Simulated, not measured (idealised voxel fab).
The name of this process module is voxel wiring stack.
Cross-section cut spans 195 nm and uses square cells 5 nm in size.
A cross-section in this document is a grid of square cells, and it is written down as bands, the top band listed before the ones below it; a band is made up of one or more rows of cells. Within each band entry, the heights of the top and of the bottom of the band appear first, in that order and in nm; the materials of the band then follow from left to right, each with its corresponding width in nm. The designation "full width" on a single material indicates that it fills the band from edge to edge; the designation "air" indicates empty space. Counting heights begins at 0, where everything beneath is, in the wafer as received, one material. The lowest band has no bottom; it goes on downwards, as "z 0 and below" shows. A width such as "30..40" changes by the same amount from each row of cells to the next, from the band's top row to its bottom row. The designation "no modifications", where it is given for a processing step, indicates that no cell of the cross-section was altered in the course of that step. Sealed-off cavities: empty space of 8 cells or more with no open way to the top, each as width x height at its distance from the left edge, in nm. Formally, on a step line, whatever follows the settings is a remark that the simulator itself makes on the step. A step line may carry the setting "overlay nm", which, for steps involving a mask, states the distance by which the mask lay to the right of its intended position; negative values denote displacement to the left. Pairs follow: section before one process step, section after it down to the lowest changed band, step with settings underneath. Pairs may come from different runs of this module on the same starting wafer; continuity with the pair above only as stated in the "Cross-section, before" entry.

# Cross-section, before
* z 130 to 120 | lowk: 40, then air: 15, then lowk: 30, then air: 15, then lowk: 30, then air: 15, then lowk: 50
* z 120 to 115 | SiCN full width
* z 115 to 105 | lowk: 40, then TiN: 5, then Cu: 10, then TiN: 5, then lowk: 25, then TiN: 5, then Cu: 10, then TiN: 5, then lowk: 25, then TiN: 5, then Cu: 10, then TiN: 5, then lowk: 45
* z 105 to 100 | lowk: 40, then TiN: 5, then Cu: 5, then TiN: 10, then lowk: 25, then TiN: 5, then Cu: 5, then TiN: 10, then lowk: 25, then TiN: 5, then Cu: 5, then TiN: 10, then lowk: 45
* z 100 to 85 | lowk: 40, then TiN: 5, then Cu: 5, then TiN: 5, then lowk: 30, then TiN: 5, then Cu: 5, then TiN: 5, then lowk: 30, then TiN: 5, then Cu: 5, then TiN: 5, then lowk: 50
* z 85 to 80 | SiCN: 40, then TiN: 15, then SiCN: 30, then TiN: 15, then SiCN: 30, then TiN: 15, then SiCN: 50
* z 80 to 65 | SiO2: 40, then TiN: 5, then Cu: 10, then TiN: 5, then SiO2: 25, then TiN: 5, then Cu: 10, then TiN: 5, then SiO2: 25, then TiN: 5, then Cu: 10, then TiN: 5, then SiO2: 45
* z 65 to 60 | SiN: 40, then TiN: 20, then SiN: 25, then TiN: 20, then SiN: 25, then TiN: 20, then SiN: 45
* z 60 to 45 | lowk: 40, then Ru: 15, then lowk: 30, then Ru: 15, then lowk: 30, then Ru: 15, then lowk: 50
* z 45 to 40 | SiCN: 40, then Ru: 15, then SiCN: 30, then Ru: 15, then SiCN: 30, then Ru: 15, then SiCN: 50
* z 40 to 35 | lowk: 40, then Ru: 20, then lowk: 25, then Ru: 20, then lowk: 25, then Ru: 20, then lowk: 45
* z 35 to 30 | lowk: 40, then TiN: 20, then lowk: 25, then TiN: 20, then lowk: 25, then TiN: 20, then lowk: 45
* z 30 to 0 | SiO2 full width
* z 0 and below | Si full width
* Sealed-off cavities: none

# Post-Process Section
* z 130 to 120 | lowk: 40, then air: 15, then lowk: 30, then air: 15, then lowk: 30, then air: 15, then lowk: 50
* z 120 to 115 | SiCN: 40, then air: 15, then SiCN: 30, then air: 15, then SiCN: 30, then air: 15, then SiCN: 50
* Rest of section, below 115: as before.
* Sealed-off cavities: none
Step lying between the two cross-sections just above: MASKED_ETCH,tone open,mask id PLUG_3,width nm 15,pitch nm 45,etch materials SiCN,depth nm 5,overlay nm 0

Cross-section, before: the wafer arrives at this step looking as the after cross-section in the pair just above shows it.

# Post-Process Section
* z 135 to 130 | TiN: 45, then air: 5, then TiN: 40, then air: 5, then TiN: 40, then air: 5, then TiN: 55
* z 130 to 120 | lowk: 40, then TiN: 5, then air: 5, then TiN: 5, then lowk: 30, then TiN: 5, then air: 5, then TiN: 5, then lowk: 30, then TiN: 5, then air: 5, then TiN: 5, then lowk: 50
* z 120 to 115 | SiCN: 40, then TiN: 15, then SiCN: 30, then TiN: 15, then SiCN: 30, then TiN: 15, then SiCN: 50
* Rest of section, below 115: as before.
* Sealed-off cavities: none
Step lying between the two cross-sections just above: CONFORMAL_DEP,material TiN,thk nm 5

Cross-section, before: the wafer arrives at this step looking as the after cross-section in the pair just above shows it.

# Post-Process Section
* z 140 to 135 | Cu full width
* z 135 to 130 | TiN: 45, then Cu: 5, then TiN: 40, then Cu: 5, then TiN: 40, then Cu: 5, then TiN: 55
* z 130 to 120 | lowk: 40, then TiN: 5, then Cu: 5, then TiN: 5, then lowk: 30, then TiN: 5, then Cu: 5, then TiN: 5, then lowk: 30, then TiN: 5, then Cu: 5, then TiN: 5, then lowk: 50
* Rest of section, below 120: as before.
* Sealed-off cavities: none
Step lying between the two cross-sections just above: FILL_DEP,material Cu,thk nm 5

Cross-section, before: the wafer arrives at this step looking as the after cross-section in the pair just above shows it.

# Post-Process Section
* z 130 to 120 | lowk: 40, then TiN: 5, then Cu: 5, then TiN: 5, then lowk: 30, then TiN: 5, then Cu: 5, then TiN: 5, then lowk: 30, then TiN: 5, then Cu: 5, then TiN: 5, then lowk: 50
* Rest of section, below 120: as before.
* Sealed-off cavities: none
Step lying between the two cross-sections just above: CMP,height nm 130

Cross-section, before: the wafer arrives at this step looking as the after cross-section in the pair just above shows it.

# Post-Process Section
* z 135 to 130 | SiCN full width
* Rest of section, below 130: as before.
* Sealed-off cavities: none
Step lying between the two cross-sections just above: CONFORMAL_DEP,material SiCN,thk nm 5

Cross-section, before: the wafer arrives at this step looking as the after cross-section in the pair just above shows it.

# Post-Process Section
* z 160 to 135 | SiO2 full width
* Rest of section, below 135: as before.
* Sealed-off cavities: none
Step lying between the two cross-sections just above: DIRECTIONAL_DEP,material SiO2,thk nm 25

Cross-section, before: the wafer arrives at this step looking as the after cross-section in the pair just above shows it.

# Post-Process Section
* z 170 to 160 | aC full width
* Rest of section, below 160: as before.
* Sealed-off cavities: none
Step lying between the two cross-sections just above: DIRECTIONAL_DEP,material aC,thk nm 10

Cross-section, before: the wafer arrives at this step looking as the after cross-section in the pair just above shows it.

# Post-Process Section
* z 195 to 170 | resist: 40, then air: 20, then resist: 25, then air: 20, then resist: 25, then air: 20, then resist: 45
* Rest of section, below 170: as before.
* Sealed-off cavities: none
Step lying between the two cross-sections just above: PATTERN,tone open,mask id METAL_4,material resist,width nm 20,pitch nm 45,thk nm 25,overlay nm 0

Cross-section, before: the wafer arrives at this step looking as the after cross-section in the pair just above shows it.

# Post-Process Section
* z 185 to 170 | resist: 40, then air: 20, then resist: 25, then air: 20, then resist: 25, then air: 20, then resist: 45
* z 170 to 160 | aC: 40, then air: 20, then aC: 25, then air: 20, then aC: 25, then air: 20, then aC: 45
* Rest of section, below 160: as before.
* Sealed-off cavities: none
Step lying between the two cross-sections just above: DIRECTIONAL_ETCH,etch materials aC,depth nm 10

Cross-section, before: the wafer arrives at this step looking as the after cross-section in the pair just above shows it.

# Post-Process Section
* z 170 to 160 | aC: 40, then air: 20, then aC: 25, then air: 20, then aC: 25, then air: 20, then aC: 45
* Rest of section, below 160: as before.
* Sealed-off cavities: none
Step lying between the two cross-sections just above: STRIP,etch materials resist

Cross-section, before: the wafer arrives at this step looking as the after cross-section in the pair just above shows it.

# Post-Process Section
* z 170 to 160 | aC: 40, then air: 20, then aC: 25, then air: 20, then aC: 25, then air: 20, then aC: 45
* z 160 to 135 | SiO2: 40, then air: 20, then SiO2: 25, then air: 20, then SiO2: 25, then air: 20, then SiO2: 45
* Rest of section, below 135: as before.
* Sealed-off cavities: none
Step lying between the two cross-sections just above: DIRECTIONAL_ETCH,etch materials SiO2,depth nm 25

Cross-section, before: the wafer arrives at this step looking as the after cross-section in the pair just above shows it.

# Post-Process Section
* z 170 to 160 | aC: 40, then air: 20, then aC: 25, then air: 20, then aC: 25, then air: 20, then aC: 45
* z 160 to 135 | SiO2: 40, then air: 20, then SiO2: 25, then air: 20, then SiO2: 25, then air: 20, then SiO2: 45
* z 135 to 130 | SiCN: 40, then air: 20, then SiCN: 25, then air: 20, then SiCN: 25, then air: 20, then SiCN: 45
* Rest of section, below 130: as before.
* Sealed-off cavities: none
Step lying between the two cross-sections just above: DIRECTIONAL_ETCH,etch materials SiCN,depth nm 5

Cross-section, before: the wafer arrives at this step looking as the after cross-section in the pair just above shows it.

# Post-Process Section
* z 160 to 135 | SiO2: 40, then air: 20, then SiO2: 25, then air: 20, then SiO2: 25, then air: 20, then SiO2: 45
* Rest of section, below 135: as before.
* Sealed-off cavities: none
Step lying between the two cross-sections just above: STRIP,etch materials aC

Cross-section, before: the wafer arrives at this step looking as the after cross-section in the pair just above shows it.

# Post-Process Section
* z 165 to 160 | TiN: 45, then air: 10, then TiN: 35, then air: 10, then TiN: 35, then air: 10, then TiN: 50
* z 160 to 135 | SiO2: 40, then TiN: 5, then air: 10, then TiN: 5, then SiO2: 25, then TiN: 5, then air: 10, then TiN: 5, then SiO2: 25, then TiN: 5, then air: 10, then TiN: 5, then SiO2: 45
* z 135 to 130 | SiCN: 40, then TiN: 20, then SiCN: 25, then TiN: 20, then SiCN: 25, then TiN: 20, then SiCN: 45
* Rest of section, below 130: as before.
* Sealed-off cavities: none
Step lying between the two cross-sections just above: CONFORMAL_DEP,material TiN,thk nm 5

Cross-section, before: the wafer arrives at this step looking as the after cross-section in the pair just above shows it.

# Post-Process Section
* z 170 to 165 | Cu full width
* z 165 to 160 | TiN: 45, then Cu: 10, then TiN: 35, then Cu: 10, then TiN: 35, then Cu: 10, then TiN: 50
* z 160 to 135 | SiO2: 40, then TiN: 5, then Cu: 10, then TiN: 5, then SiO2: 25, then TiN: 5, then Cu: 10, then TiN: 5, then SiO2: 25, then TiN: 5, then Cu: 10, then TiN: 5, then SiO2: 45
* Rest of section, below 135: as before.
* Sealed-off cavities: none
Step lying between the two cross-sections just above: FILL_DEP,material Cu,thk nm 5

Cross-section, before: the wafer arrives at this step looking as the after cross-section in the pair just above shows it.

# Post-Process Section
* z 160 to 135 | SiO2: 40, then TiN: 5, then Cu: 10, then TiN: 5, then SiO2: 25, then TiN: 5, then Cu: 10, then TiN: 5, then SiO2: 25, then TiN: 5, then Cu: 10, then TiN: 5, then SiO2: 45
* Rest of section, below 135: as before.
* Sealed-off cavities: none
Step lying between the two cross-sections just above: CMP,height nm 160

Cross-section, before: the wafer arrives at this step looking as the after cross-section in the pair just above shows it.

# Post-Process Section
* z 165 to 160 | SiCN full width
* Rest of section, below 160: as before.
* Sealed-off cavities: none
Step lying between the two cross-sections just above: CONFORMAL_DEP,material SiCN,thk nm 5

# Cross-section, before
* z 15 to 0 | SiO2 full width
* z 0 and below | Si full width
* Sealed-off cavities: none

# Post-Process Section
* z 35 to 15 | Ru full width
* Rest of section, below 15: as before.
* Sealed-off cavities: none
Step lying between the two cross-sections just above: DIRECTIONAL_DEP,material Ru,thk nm 20

Cross-section, before: the wafer arrives at this step looking as the after cross-section in the pair just above shows it.

# Post-Process Section
* z 40 to 35 | TiN full width
* Rest of section, below 35: as before.
* Sealed-off cavities: none
Step lying between the two cross-sections just above: DIRECTIONAL_DEP,material TiN,thk nm 5

Cross-section, before: the wafer arrives at this step looking as the after cross-section in the pair just above shows it.

# Post-Process Section
* z 60 to 40 | air: 40, then resist: 20, then air: 25, then resist: 20, then air: 25, then resist: 20, then air: 45
* Rest of section, below 40: as before.
* Sealed-off cavities: none
Step lying between the two cross-sections just above: PATTERN,tone cover,mask id METAL_1,material resist,width nm 20,pitch nm 45,thk nm 20,overlay nm 0

Cross-section, before: the wafer arrives at this step looking as the after cross-section in the pair just above shows it.

# Post-Process Section
* z 60 to 40 | air: 40, then resist: 20, then air: 25, then resist: 20, then air: 25, then resist: 20, then air: 45
* z 40 to 35 | air: 40, then TiN: 20, then air: 25, then TiN: 20, then air: 25, then TiN: 20, then air: 45
* Rest of section, below 35: as before.
* Sealed-off cavities: none
Step lying between the two cross-sections just above: DIRECTIONAL_ETCH,etch materials TiN,depth nm 5

Cross-section, before: the wafer arrives at this step looking as the after cross-section in the pair just above shows it.

# Post-Process Section
* z 40 to 35 | air: 40, then TiN: 20, then air: 25, then TiN: 20, then air: 25, then TiN: 20, then air: 45
* Rest of section, below 35: as before.
* Sealed-off cavities: none
Step lying between the two cross-sections just above: STRIP,etch materials resist

Cross-section, before: the wafer arrives at this step looking as the after cross-section in the pair just above shows it.

# Post-Process Section
* z 50 to 40 | lowk full width
* z 40 to 35 | lowk: 40, then TiN: 20, then lowk: 25, then TiN: 20, then lowk: 25, then TiN: 20, then lowk: 45
* Rest of section, below 35: as before.
* Sealed-off cavities: none
Step lying between the two cross-sections just above: FILL_DEP,material lowk,thk nm 10

Cross-section, before: the wafer arrives at this step looking as the after cross-section in the pair just above shows it.

# Post-Process Section
* z 40 to 35 | lowk: 40, then TiN: 20, then lowk: 25, then TiN: 20, then lowk: 25, then TiN: 20, then lowk: 45
* Rest of section, below 35: as before.
* Sealed-off cavities: none
Step lying between the two cross-sections just above: CMP,height nm 40

Cross-section, before: the wafer arrives at this step looking as the after cross-section in the pair just above shows it.

# Post-Process Section
* z 45 to 40 | SiCN full width
* Rest of section, below 40: as before.
* Sealed-off cavities: none
Step lying between the two cross-sections just above: CONFORMAL_DEP,material SiCN,thk nm 5

Cross-section, before: the wafer arrives at this step looking as the after cross-section in the pair just above shows it.

# Post-Process Section
* z 60 to 45 | lowk full width
* Rest of section, below 45: as before.
* Sealed-off cavities: none
Step lying between the two cross-sections just above: DIRECTIONAL_DEP,material lowk,thk nm 15

Cross-section, before: the wafer arrives at this step looking as the after cross-section in the pair just above shows it.

# Post-Process Section
* z 75 to 60 | aC full width
* Rest of section, below 60: as before.
* Sealed-off cavities: none
Step lying between the two cross-sections just above: DIRECTIONAL_DEP,material aC,thk nm 15

Cross-section, before: the wafer arrives at this step looking as the after cross-section in the pair just above shows it.

# Post-Process Section
* z 110 to 75 | resist: 40, then air: 15, then resist: 30, then air: 15, then resist: 30, then air: 15, then resist: 50
* Rest of section, below 75: as before.
* Sealed-off cavities: none
Step lying between the two cross-sections just above: PATTERN,tone open,mask id PLUG_1,material resist,width nm 15,pitch nm 45,thk nm 35,overlay nm 0

Cross-section, before: the wafer arrives at this step looking as the after cross-section in the pair just above shows it.

# Post-Process Section
* z 95 to 75 | resist: 40, then air: 15, then resist: 30, then air: 15, then resist: 30, then air: 15, then resist: 50
* z 75 to 60 | aC: 40, then air: 15, then aC: 30, then air: 15, then aC: 30, then air: 15, then aC: 50
* Rest of section, below 60: as before.
* Sealed-off cavities: none
Step lying between the two cross-sections just above: DIRECTIONAL_ETCH,etch materials aC,depth nm 15

Cross-section, before: the wafer arrives at this step looking as the after cross-section in the pair just above shows it.

# Post-Process Section
* z 75 to 60 | aC: 40, then air: 15, then aC: 30, then air: 15, then aC: 30, then air: 15, then aC: 50
* Rest of section, below 60: as before.
* Sealed-off cavities: none
Step lying between the two cross-sections just above: STRIP,etch materials resist

Cross-section, before: the wafer arrives at this step looking as the after cross-section in the pair just above shows it.

# Post-Process Section
* z 75 to 60 | aC: 40, then air: 15, then aC: 30, then air: 15, then aC: 30, then air: 15, then aC: 50
* z 60 to 45 | lowk: 40, then air: 15, then lowk: 30, then air: 15, then lowk: 30, then air: 15, then lowk: 50
* Rest of section, below 45: as before.
* Sealed-off cavities: none
Step lying between the two cross-sections just above: DIRECTIONAL_ETCH,etch materials lowk,depth nm 15

Cross-section, before: the wafer arrives at this step looking as the after cross-section in the pair just above shows it.

# Post-Process Section
* z 75 to 60 | aC: 40, then air: 15, then aC: 30, then air: 15, then aC: 30, then air: 15, then aC: 50
* z 60 to 45 | lowk: 40, then air: 15, then lowk: 30, then air: 15, then lowk: 30, then air: 15, then lowk: 50
* z 45 to 40 | SiCN: 40, then air: 15, then SiCN: 30, then air: 15, then SiCN: 30, then air: 15, then SiCN: 50
* Rest of section, below 40: as before.
* Sealed-off cavities: none
Step lying between the two cross-sections just above: DIRECTIONAL_ETCH,etch materials SiCN,depth nm 5

Cross-section, before: the wafer arrives at this step looking as the after cross-section in the pair just above shows it.

# Post-Process Section
* z 60 to 45 | lowk: 40, then air: 15, then lowk: 30, then air: 15, then lowk: 30, then air: 15, then lowk: 50
* Rest of section, below 45: as before.
* Sealed-off cavities: none
Step lying between the two cross-sections just above: STRIP,etch materials aC

Cross-section, before: the wafer arrives at this step looking as the after cross-section in the pair just above shows it.

# Post-Process Section
* z 60 to 50 | lowk: 40, then air: 15, then lowk: 30, then air: 15, then lowk: 30, then air: 15, then lowk: 50
* z 50 to 45 | lowk: 40, then Ru: 15, then lowk: 30, then Ru: 15, then lowk: 30, then Ru: 15, then lowk: 50
* z 45 to 40 | SiCN: 40, then Ru: 15, then SiCN: 30, then Ru: 15, then SiCN: 30, then Ru: 15, then SiCN: 50
* Rest of section, below 40: as before.
* Sealed-off cavities: none
Step lying between the two cross-sections just above: EPI,material Ru,thk nm 10

Cross-section, before: the wafer arrives at this step looking as the after cross-section in the pair just above shows it.

# Post-Process Section
* z 60 to 45 | lowk: 40, then Ru: 15, then lowk: 30, then Ru: 15, then lowk: 30, then Ru: 15, then lowk: 50
* Rest of section, below 45: as before.
* Sealed-off cavities: none
Step lying between the two cross-sections just above: EPI,material Ru,thk nm 10

Cross-section, before: the wafer arrives at this step looking as the after cross-section in the pair just above shows it.

# Post-Process Section
* z 65 to 60 | SiN full width
* Rest of section, below 60: as before.
* Sealed-off cavities: none
Step lying between the two cross-sections just above: CONFORMAL_DEP,material SiN,thk nm 5

Cross-section, before: the wafer arrives at this step looking as the after cross-section in the pair just above shows it.

# Post-Process Section
* z 80 to 65 | SiO2 full width
* Rest of section, below 65: as before.
* Sealed-off cavities: none
Step lying between the two cross-sections just above: DIRECTIONAL_DEP,material SiO2,thk nm 15

Cross-section, before: the wafer arrives at this step looking as the after cross-section in the pair just above shows it.

# Post-Process Section
* z 90 to 80 | aC full width
* Rest of section, below 80: as before.
* Sealed-off cavities: none
Step lying between the two cross-sections just above: DIRECTIONAL_DEP,material aC,thk nm 10

Cross-section, before: the wafer arrives at this step looking as the after cross-section in the pair just above shows it.

# Post-Process Section
* z 120 to 90 | resist: 40, then air: 20, then resist: 25, then air: 20, then resist: 25, then air: 20, then resist: 45
* Rest of section, below 90: as before.
* Sealed-off cavities: none
Step lying between the two cross-sections just above: PATTERN,tone open,mask id METAL_2,material resist,width nm 20,pitch nm 45,thk nm 30,overlay nm 0

Cross-section, before: the wafer arrives at this step looking as the after cross-section in the pair just above shows it.

# Post-Process Section
* z 110 to 90 | resist: 40, then air: 20, then resist: 25, then air: 20, then resist: 25, then air: 20, then resist: 45
* z 90 to 80 | aC: 40, then air: 20, then aC: 25, then air: 20, then aC: 25, then air: 20, then aC: 45
* Rest of section, below 80: as before.
* Sealed-off cavities: none
Step lying between the two cross-sections just above: DIRECTIONAL_ETCH,etch materials aC,depth nm 10

Cross-section, before: the wafer arrives at this step looking as the after cross-section in the pair just above shows it.

# Post-Process Section
* z 90 to 80 | aC: 40, then air: 20, then aC: 25, then air: 20, then aC: 25, then air: 20, then aC: 45
* Rest of section, below 80: as before.
* Sealed-off cavities: none
Step lying between the two cross-sections just above: STRIP,etch materials resist

Cross-section, before: the wafer arrives at this step looking as the after cross-section in the pair just above shows it.

# Post-Process Section
* z 90 to 80 | aC: 40, then air: 20, then aC: 25, then air: 20, then aC: 25, then air: 20, then aC: 45
* z 80 to 65 | SiO2: 40, then air: 20, then SiO2: 25, then air: 20, then SiO2: 25, then air: 20, then SiO2: 45
* Rest of section, below 65: as before.
* Sealed-off cavities: none
Step lying between the two cross-sections just above: DIRECTIONAL_ETCH,etch materials SiO2,depth nm 15

Cross-section, before: the wafer arrives at this step looking as the after cross-section in the pair just above shows it.

# Post-Process Section
* z 90 to 80 | aC: 40, then air: 20, then aC: 25, then air: 20, then aC: 25, then air: 20, then aC: 45
* z 80 to 65 | SiO2: 40, then air: 20, then SiO2: 25, then air: 20, then SiO2: 25, then air: 20, then SiO2: 45
* z 65 to 60 | SiN: 40, then air: 20, then SiN: 25, then air: 20, then SiN: 25, then air: 20, then SiN: 45
* Rest of section, below 60: as before.
* Sealed-off cavities: none
Step lying between the two cross-sections just above: DIRECTIONAL_ETCH,etch materials SiN,depth nm 5

Cross-section, before: the wafer arrives at this step looking as the after cross-section in the pair just above shows it.

# Post-Process Section
* z 80 to 65 | SiO2: 40, then air: 20, then SiO2: 25, then air: 20, then SiO2: 25, then air: 20, then SiO2: 45
* Rest of section, below 65: as before.
* Sealed-off cavities: none
Step lying between the two cross-sections just above: STRIP,etch materials aC

Cross-section, before: the wafer arrives at this step looking as the after cross-section in the pair just above shows it.

# Post-Process Section
* z 85 to 80 | TiN: 45, then air: 10, then TiN: 35, then air: 10, then TiN: 35, then air: 10, then TiN: 50
* z 80 to 65 | SiO2: 40, then TiN: 5, then air: 10, then TiN: 5, then SiO2: 25, then TiN: 5, then air: 10, then TiN: 5, then SiO2: 25, then TiN: 5, then air: 10, then TiN: 5, then SiO2: 45
* z 65 to 60 | SiN: 40, then TiN: 20, then SiN: 25, then TiN: 20, then SiN: 25, then TiN: 20, then SiN: 45
* Rest of section, below 60: as before.
* Sealed-off cavities: none
Step lying between the two cross-sections just above: CONFORMAL_DEP,material TiN,thk nm 5

Cross-section, before: the wafer arrives at this step looking as the after cross-section in the pair just above shows it.

# Post-Process Section
* z 95 to 85 | Cu full width
* z 85 to 80 | TiN: 45, then Cu: 10, then TiN: 35, then Cu: 10, then TiN: 35, then Cu: 10, then TiN: 50
* z 80 to 65 | SiO2: 40, then TiN: 5, then Cu: 10, then TiN: 5, then SiO2: 25, then TiN: 5, then Cu: 10, then TiN: 5, then SiO2: 25, then TiN: 5, then Cu: 10, then TiN: 5, then SiO2: 45
* Rest of section, below 65: as before.
* Sealed-off cavities: none
Step lying between the two cross-sections just above: FILL_DEP,material Cu,thk nm 10

Cross-section, before: the wafer arrives at this step looking as the after cross-section in the pair just above shows it.

# Post-Process Section
* z 80 to 65 | SiO2: 40, then TiN: 5, then Cu: 10, then TiN: 5, then SiO2: 25, then TiN: 5, then Cu: 10, then TiN: 5, then SiO2: 25, then TiN: 5, then Cu: 10, then TiN: 5, then SiO2: 45
* Rest of section, below 65: as before.
* Sealed-off cavities: none
Step lying between the two cross-sections just above: CMP,height nm 80

Cross-section, before: the wafer arrives at this step looking as the after cross-section in the pair just above shows it.

# Post-Process Section
* z 85 to 80 | SiCN full width
* Rest of section, below 80: as before.
* Sealed-off cavities: none
Step lying between the two cross-sections just above: CONFORMAL_DEP,material SiCN,thk nm 5

Cross-section, before: the wafer arrives at this step looking as the after cross-section in the pair just above shows it.

# Post-Process Section
* z 115 to 85 | lowk full width
* Rest of section, below 85: as before.
* Sealed-off cavities: none
Step lying between the two cross-sections just above: DIRECTIONAL_DEP,material lowk,thk nm 30

Cross-section, before: the wafer arrives at this step looking as the after cross-section in the pair just above shows it.

# Post-Process Section
* z 130 to 115 | aC full width
* Rest of section, below 115: as before.
* Sealed-off cavities: none
Step lying between the two cross-sections just above: DIRECTIONAL_DEP,material aC,thk nm 15

Cross-section, before: the wafer arrives at this step looking as the after cross-section in the pair just above shows it.

# Post-Process Section
* z 165 to 130 | resist: 40, then air: 20, then resist: 25, then air: 20, then resist: 25, then air: 20, then resist: 45
* Rest of section, below 130: as before.
* Sealed-off cavities: none
Step lying between the two cross-sections just above: PATTERN,tone open,mask id METAL_3,material resist,width nm 20,pitch nm 45,thk nm 35,overlay nm 0

Cross-section, before: the wafer arrives at this step looking as the after cross-section in the pair just above shows it.

# Post-Process Section
* z 150 to 130 | resist: 40, then air: 20, then resist: 25, then air: 20, then resist: 25, then air: 20, then resist: 45
* z 130 to 115 | aC: 40, then air: 20, then aC: 25, then air: 20, then aC: 25, then air: 20, then aC: 45
* Rest of section, below 115: as before.
* Sealed-off cavities: none
Step lying between the two cross-sections just above: DIRECTIONAL_ETCH,etch materials aC,depth nm 15

Cross-section, before: the wafer arrives at this step looking as the after cross-section in the pair just above shows it.

# Post-Process Section
* z 130 to 115 | aC: 40, then air: 20, then aC: 25, then air: 20, then aC: 25, then air: 20, then aC: 45
* Rest of section, below 115: as before.
* Sealed-off cavities: none
Step lying between the two cross-sections just above: STRIP,etch materials resist

Cross-section, before: the wafer arrives at this step looking as the after cross-section in the pair just above shows it.

# Post-Process Section
* z 130 to 115 | aC: 40, then air: 20, then aC: 25, then air: 20, then aC: 25, then air: 20, then aC: 45
* z 115 to 100 | lowk: 40, then air: 20, then lowk: 25, then air: 20, then lowk: 25, then air: 20, then lowk: 45
* Rest of section, below 100: as before.
* Sealed-off cavities: none
Step lying between the two cross-sections just above: DIRECTIONAL_ETCH,etch materials lowk,depth nm 15

Cross-section, before: the wafer arrives at this step looking as the after cross-section in the pair just above shows it.

# Post-Process Section
* z 115 to 100 | lowk: 40, then air: 20, then lowk: 25, then air: 20, then lowk: 25, then air: 20, then lowk: 45
* Rest of section, below 100: as before.
* Sealed-off cavities: none
Step lying between the two cross-sections just above: STRIP,etch materials aC

Cross-section, before: the wafer arrives at this step looking as the after cross-section in the pair just above shows it.

# Post-Process Section
* z 115 to 100 | lowk: 40, then air: 20, then lowk: 25, then air: 20, then lowk: 25, then air: 20, then lowk: 45
* z 100 to 85 | lowk: 40, then air: 15, then lowk: 30, then air: 15, then lowk: 30, then air: 15, then lowk: 50
* Rest of section, below 85: as before.
* Sealed-off cavities: none
Step lying between the two cross-sections just above: MASKED_ETCH,tone open,mask id METAL_3_HOLES,width nm 15,pitch nm 45,etch materials lowk,depth nm 15,overlay nm 0

Cross-section, before: the wafer arrives at this step looking as the after cross-section in the pair just above shows it.

# Post-Process Section
* z 115 to 100 | lowk: 40, then air: 20, then lowk: 25, then air: 20, then lowk: 25, then air: 20, then lowk: 45
* z 100 to 85 | lowk: 40, then air: 15, then lowk: 30, then air: 15, then lowk: 30, then air: 15, then lowk: 50
* z 85 to 80 | SiCN: 40, then air: 15, then SiCN: 30, then air: 15, then SiCN: 30, then air: 15, then SiCN: 50
* Rest of section, below 80: as before.
* Sealed-off cavities: none
Step lying between the two cross-sections just above: MASKED_ETCH,tone open,mask id METAL_3_HOLES,width nm 15,pitch nm 45,etch materials SiCN,depth nm 5,overlay nm 0

Cross-section, before: the wafer arrives at this step looking as the after cross-section in the pair just above shows it.

# Post-Process Section
* z 120 to 115 | TiN: 45, then air: 10, then TiN: 35, then air: 10, then TiN: 35, then air: 10, then TiN: 50
* z 115 to 105 | lowk: 40, then TiN: 5, then air: 10, then TiN: 5, then lowk: 25, then TiN: 5, then air: 10, then TiN: 5, then lowk: 25, then TiN: 5, then air: 10, then TiN: 5, then lowk: 45
* z 105 to 100 | lowk: 40, then TiN: 5, then air: 5, then TiN: 10, then lowk: 25, then TiN: 5, then air: 5, then TiN: 10, then lowk: 25, then TiN: 5, then air: 5, then TiN: 10, then lowk: 45
* z 100 to 85 | lowk: 40, then TiN: 5, then air: 5, then TiN: 5, then lowk: 30, then TiN: 5, then air: 5, then TiN: 5, then lowk: 30, then TiN: 5, then air: 5, then TiN: 5, then lowk: 50
* z 85 to 80 | SiCN: 40, then TiN: 15, then SiCN: 30, then TiN: 15, then SiCN: 30, then TiN: 15, then SiCN: 50
* Rest of section, below 80: as before.
* Sealed-off cavities: none
Step lying between the two cross-sections just above: CONFORMAL_DEP,material TiN,thk nm 5

Cross-section, before: the wafer arrives at this step looking as the after cross-section in the pair just above shows it.

# Post-Process Section
* z 125 to 120 | Cu full width
* z 120 to 115 | TiN: 45, then Cu: 10, then TiN: 35, then Cu: 10, then TiN: 35, then Cu: 10, then TiN: 50
* z 115 to 105 | lowk: 40, then TiN: 5, then Cu: 10, then TiN: 5, then lowk: 25, then TiN: 5, then Cu: 10, then TiN: 5, then lowk: 25, then TiN: 5, then Cu: 10, then TiN: 5, then lowk: 45
* z 105 to 100 | lowk: 40, then TiN: 5, then Cu: 5, then TiN: 10, then lowk: 25, then TiN: 5, then Cu: 5, then TiN: 10, then lowk: 25, then TiN: 5, then Cu: 5, then TiN: 10, then lowk: 45
* z 100 to 85 | lowk: 40, then TiN: 5, then Cu: 5, then TiN: 5, then lowk: 30, then TiN: 5, then Cu: 5, then TiN: 5, then lowk: 30, then TiN: 5, then Cu: 5, then TiN: 5, then lowk: 50
* Rest of section, below 85: as before.
* Sealed-off cavities: none
Step lying between the two cross-sections just above: FILL_DEP,material Cu,thk nm 5

Cross-section, before: the wafer arrives at this step looking as the after cross-section in the pair just above shows it.

# Post-Process Section
* z 115 to 105 | lowk: 40, then TiN: 5, then Cu: 10, then TiN: 5, then lowk: 25, then TiN: 5, then Cu: 10, then TiN: 5, then lowk: 25, then TiN: 5, then Cu: 10, then TiN: 5, then lowk: 45
* Rest of section, below 105: as before.
* Sealed-off cavities: none
Step lying between the two cross-sections just above: CMP,height nm 115

Cross-section, before: the wafer arrives at this step looking as the after cross-section in the pair just above shows it.

# Post-Process Section
* z 120 to 115 | SiCN full width
* Rest of section, below 115: as before.
* Sealed-off cavities: none
Step lying between the two cross-sections just above: CONFORMAL_DEP,material SiCN,thk nm 5

Cross-section, before: the wafer arrives at this step looking as the after cross-section in the pair just above shows it.

# Post-Process Section
* z 130 to 120 | lowk full width
* Rest of section, below 120: as before.
* Sealed-off cavities: none
Step lying between the two cross-sections just above: DIRECTIONAL_DEP,material lowk,thk nm 10

Cross-section, before: the wafer arrives at this step looking as the after cross-section in the pair just above shows it.

# Post-Process Section
* z 130 to 120 | lowk: 40, then air: 15, then lowk: 30, then air: 15, then lowk: 30, then air: 15, then lowk: 50
* Rest of section, below 120: as before.
* Sealed-off cavities: none
Step lying between the two cross-sections just above: MASKED_ETCH,tone open,mask id PLUG_3,width nm 15,pitch nm 45,etch materials lowk,depth nm 10,overlay nm 0
